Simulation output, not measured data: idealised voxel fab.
Documented hereafter: the process module known as voxel self aligned vias.
Each square cell in cross-section cut measures 5 nm, and the section as a whole is 300 nm wide.
If you're reading a cross-section in this doc, picture square cells in a grid; it comes to you as bands, top ones listed first down to the bottom, and a band can be one or more rows of cells.
Each band's line starts with the height of the band's top and of its bottom, in nm. Then come its materials from left to right, each with its width in nm. One material with "full width" fills the band from edge to edge. "empty" is empty space.
The reference from which all heights are counted is 0, the level beneath which the as-received wafer is entirely one material; the lowest band, having no lower bound, proceeds downward and is written after the example "from 0 down".
A width given as "30->40" starts at the first number in the band's top row and ends at the second number in its bottom row, shifting by an equal amount at every step from row to row.
"identical to before" after a step means that no cell of the cross-section changed.
"Non-vented voids": empty spaces of 8 cells or more with no open way to the top, each given as width x height at distance, distance from the left edge, all in nm.
Whatever follows a step's settings on its line is a remark the simulator itself makes about that step.
overlay nm: step with mask; distance mask lay right of planned place; negative value = left of planned place.
-- Steps in the process plan
1: RECEIVE [material Si]
2: CONFORMAL_DEP [material SiO2] [thk nm 15]
3: CONFORMAL_DEP [material SiCN] [thk nm 5]
4: DIRECTIONAL_DEP [material lowk] [thk nm 30]
5: MASKED_ETCH [tone open] [mask id LINES] [width nm 20] [pitch nm 65] [etch materials lowk] [depth nm 30] [overlay nm 0]
6: CONFORMAL_DEP [material TiN] [thk nm 5]
7: FILL_DEP [material W] [thk nm 10]
8: CMP [height nm 50]
9: SELECTIVE_ETCH [etch materials W Ru TiN] [depth nm 5]
10: FILL_DEP [material SiN] [thk nm 10]
11: CMP [height nm 50]
12: DIRECTIONAL_DEP [material lowk] [thk nm 15]
13: PATTERN [tone open] [mask id VIAS] [material resist] [width nm 40] [pitch nm 65] [thk nm 15] [overlay nm 0]
14: DIRECTIONAL_ETCH [etch materials lowk] [depth nm 15]
15: DIRECTIONAL_ETCH [etch materials SiN] [depth nm 5]
16: STRIP [etch materials resist]
17: CONFORMAL_DEP [material TiN] [thk nm 5]
18: FILL_DEP [material Cu] [thk nm 10]
19: CMP [height nm 65]
20: CONFORMAL_DEP [material SiN] [thk nm 5]
-- Cross-section of the incoming wafer, state after step 1
> from 0 down = Si full width
> Non-vented voids: none
-- As-planned run: cross-section of the first of two wafers at end of module
> from 70 to 65 = SiN full width
> from 65 to 55 = lowk 65 | TiN 5 | Cu 30 | TiN 5 | lowk 25 | TiN 5 | Cu 30 | TiN 5 | lowk 25 | TiN 5 | Cu 30 | TiN 5 | lowk 65
> from 55 to 50 = lowk 65 | TiN 15 | Cu 10 | TiN 15 | lowk 25 | TiN 15 | Cu 10 | TiN 15 | lowk 25 | TiN 15 | Cu 10 | TiN 15 | lowk 65
> from 50 to 45 = lowk 75 | TiN 20 | lowk 45 | TiN 20 | lowk 45 | TiN 20 | lowk 75
> from 45 to 25 = lowk 75 | TiN 5 | W 10 | TiN 5 | lowk 45 | TiN 5 | W 10 | TiN 5 | lowk 45 | TiN 5 | W 10 | TiN 5 | lowk 75
> from 25 to 20 = lowk 75 | TiN 20 | lowk 45 | TiN 20 | lowk 45 | TiN 20 | lowk 75
> from 20 to 15 = SiCN full width
> from 15 to 0 = SiO2 full width
> from 0 down = Si full width
> Non-vented voids: none
-- Here's the second of our two wafers sectioned at module end. Same start as the first, same plan, but one mistake got made running it
> from 70 to 65 = SiN full width
> from 65 to 55 = lowk 65 | TiN 5 | Cu 30 | TiN 5 | lowk 25 | TiN 5 | Cu 30 | TiN 5 | lowk 25 | TiN 5 | Cu 30 | TiN 5 | lowk 65
> from 55 to 50 = lowk 65 | TiN 15 | Cu 10 | TiN 15 | lowk 25 | TiN 15 | Cu 10 | TiN 15 | lowk 25 | TiN 15 | Cu 10 | TiN 15 | lowk 65
> from 50 to 45 = lowk 75 | TiN 20 | lowk 45 | TiN 20 | lowk 45 | TiN 20 | lowk 75
> from 45 to 35 = lowk 75 | TiN 5 | W 10 | TiN 5 | lowk 45 | TiN 5 | W 10 | TiN 5 | lowk 45 | TiN 5 | W 10 | TiN 5 | lowk 75
> from 35 to 30 = lowk 75 | TiN 20 | lowk 45 | TiN 20 | lowk 45 | TiN 20 | lowk 75
> from 30 to 25 = SiCN full width
> from 25 to 0 = SiO2 full width
> from 0 down = Si full width
> Non-vented voids: none
What went wrong in running the wafer? contrary to plan, step 2 was performed as CONFORMAL_DEP [material SiO2] [thk nm 25]
End of process, cell counts, second wafer against first, materials with more or fewer: 120 more of SiO2 | 12 fewer of TiN | 12 fewer of W | 96 fewer of lowk
